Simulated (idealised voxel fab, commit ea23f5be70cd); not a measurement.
Process module under the name voxel trench capacitor
We display cut, a cross-section 250 nm in width whose square cells are each 5 nm.
Cross-section spec: square-cell grid; bands listed top down; each band is one or more rows. Per band: top height and bottom height in nm, followed by the left-to-right materials and their widths in nm; "full width" marks a single material spanning edge to edge, "air" marks empty space. Ref level 0: as-received wafer is one material below here. Bottom band extends down with no lower bound ("0 and below"). The notation "30->40" denotes a width that varies across the rows of cells in the band, beginning at the first number in the top row, finishing at the second number in the bottom row, and changing by an identical amount from each row to the next. "no alteration" after a step means that no cell of the cross-section changed. Reported under the label "Enclosed void listing" are the empty spaces having no open way to the top and comprising 8 cells or more; the notation for each is width x height at distance, in which the distance is measured from the left edge and all three values are in nm. It should be noted that, on the line of a given step, the content following the step's settings is a remark produced by the simulator itself with respect to that step. For masked steps, "overlay nm" on the step line gives how far right of plan the mask actually lay; a minus sign means it lay to the left.

Set out below are the planned steps of the process
1,RECEIVE [material Si]
2,CONFORMAL_DEP [material SiN] [thk nm 10]
3,DIRECTIONAL_DEP [material aC] [thk nm 15]
4,PATTERN [tone open] [mask id TRENCH] [material resist] [width nm 25] [pitch nm 50] [thk nm 35] [overlay nm 0]
5,DIRECTIONAL_ETCH [etch materials aC] [depth nm 15]
6,STRIP [etch materials resist]
7,DIRECTIONAL_ETCH [etch materials SiN] [depth nm 10]
8,DIRECTIONAL_ETCH [etch materials Si] [depth nm 25]
9,STRIP [etch materials aC]
10,CONFORMAL_DEP [material SiO2] [thk nm 5]
11,FILL_DEP [material polySi] [thk nm 5]
12,CMP [height nm 10]

Wafer, first of two, run as planned

as received, after step 1
* 0 and below  Si full width
* Enclosed void listing: none

Step 2 done - wafer cross-section
* 10 down to 0  SiN full width
* Under 0: no change, same as before.

Step 3 done - wafer cross-section
* 25 down to 10  aC full width
* Under 10: no change, same as before.

Step 4 done - wafer cross-section
* 60 down to 25  resist 85, air 25, resist 25, air 25, resist 90
* Under 25: no change, same as before.

Step 5 done - wafer cross-section
* 45 down to 25  resist 85, air 25, resist 25, air 25, resist 90
* 25 down to 10  aC 85, air 25, aC 25, air 25, aC 90
* Under 10: no change, same as before.

Step 6 done - wafer cross-section
* 25 down to 10  aC 85, air 25, aC 25, air 25, aC 90
* Under 10: no change, same as before.

Step 7 done - wafer cross-section
* 25 down to 10  aC 85, air 25, aC 25, air 25, aC 90
* 10 down to 0  SiN 85, air 25, SiN 25, air 25, SiN 90
* Under 0: no change, same as before.

Step 8 done - wafer cross-section
* 25 down to 10  aC 85, air 25, aC 25, air 25, aC 90
* 10 down to 0  SiN 85, air 25, SiN 25, air 25, SiN 90
* 0 down to -25  Si 85, air 25, Si 25, air 25, Si 90
* Under -25: no change, same as before.

Step 9 done - wafer cross-section
* 10 down to 0  SiN 85, air 25, SiN 25, air 25, SiN 90
* Under 0: no change, same as before.

Step 10 done - wafer cross-section
* 15 down to 10  SiO2 90, air 15, SiO2 35, air 15, SiO2 95
* 10 down to 0  SiN 85, SiO2 5, air 15, SiO2 5, SiN 25, SiO2 5, air 15, SiO2 5, SiN 90
* 0 down to -20  Si 85, SiO2 5, air 15, SiO2 5, Si 25, SiO2 5, air 15, SiO2 5, Si 90
* -20 down to -25  Si 85, SiO2 25, Si 25, SiO2 25, Si 90
* Under -25: no change, same as before.

Step 11 done - wafer cross-section
* 20 down to 15  polySi full width
* 15 down to 10  SiO2 90, polySi 15, SiO2 35, polySi 15, SiO2 95
* 10 down to 0  SiN 85, SiO2 5, polySi 15, SiO2 5, SiN 25, SiO2 5, polySi 15, SiO2 5, SiN 90
* 0 down to -20  Si 85, SiO2 5, polySi 15, SiO2 5, Si 25, SiO2 5, polySi 15, SiO2 5, Si 90
* Under -20: no change, same as before.

Step 12 done - wafer cross-section
* 10 down to 0  SiN 85, SiO2 5, polySi 15, SiO2 5, SiN 25, SiO2 5, polySi 15, SiO2 5, SiN 90
* Under 0: no change, same as before.

Regarding the second of the two wafers: it shared the first wafer's starting condition and process plan, yet one error occurred during its execution. Its history coincides with that of the first wafer up to and including step 7

The second wafer in cross-section, at the planned close of step 8
* 25 down to 10  aC 85, air 25, aC 25, air 25, aC 90
* 10 down to 0  SiN 85, air 25, SiN 25, air 25, SiN 90
* 0 down to -50  Si 85, air 25, Si 25, air 25, Si 90
* Under -50: no change, same as before.

The second wafer in cross-section, at the planned close of step 9
* 10 down to 0  SiN 85, air 25, SiN 25, air 25, SiN 90
* Under 0: no change, same as before.

The second wafer in cross-section, at the planned close of step 10
* 15 down to 10  SiO2 90, air 15, SiO2 35, air 15, SiO2 95
* 10 down to 0  SiN 85, SiO2 5, air 15, SiO2 5, SiN 25, SiO2 5, air 15, SiO2 5, SiN 90
* 0 down to -45  Si 85, SiO2 5, air 15, SiO2 5, Si 25, SiO2 5, air 15, SiO2 5, Si 90
* -45 down to -50  Si 85, SiO2 25, Si 25, SiO2 25, Si 90
* Under -50: no change, same as before.

The second wafer in cross-section, at the planned close of step 11
* 20 down to 15  polySi full width
* 15 down to 10  SiO2 90, polySi 15, SiO2 35, polySi 15, SiO2 95
* 10 down to 0  SiN 85, SiO2 5, polySi 15, SiO2 5, SiN 25, SiO2 5, polySi 15, SiO2 5, SiN 90
* 0 down to -45  Si 85, SiO2 5, polySi 15, SiO2 5, Si 25, SiO2 5, polySi 15, SiO2 5, Si 90
* Under -45: no change, same as before.

The second wafer in cross-section, at the planned close of step 12
* 10 down to 0  SiN 85, SiO2 5, polySi 15, SiO2 5, SiN 25, SiO2 5, polySi 15, SiO2 5, SiN 90
* Under 0: no change, same as before.
In executing the process, a mistake was made relative to the plan: twice, step 8 of the plan was run
In the final state, the cell counts of the second wafer exceed or fall short of those of the first for the following materials: Si: 50 fewer | SiO2: 20 more | polySi: 30 more
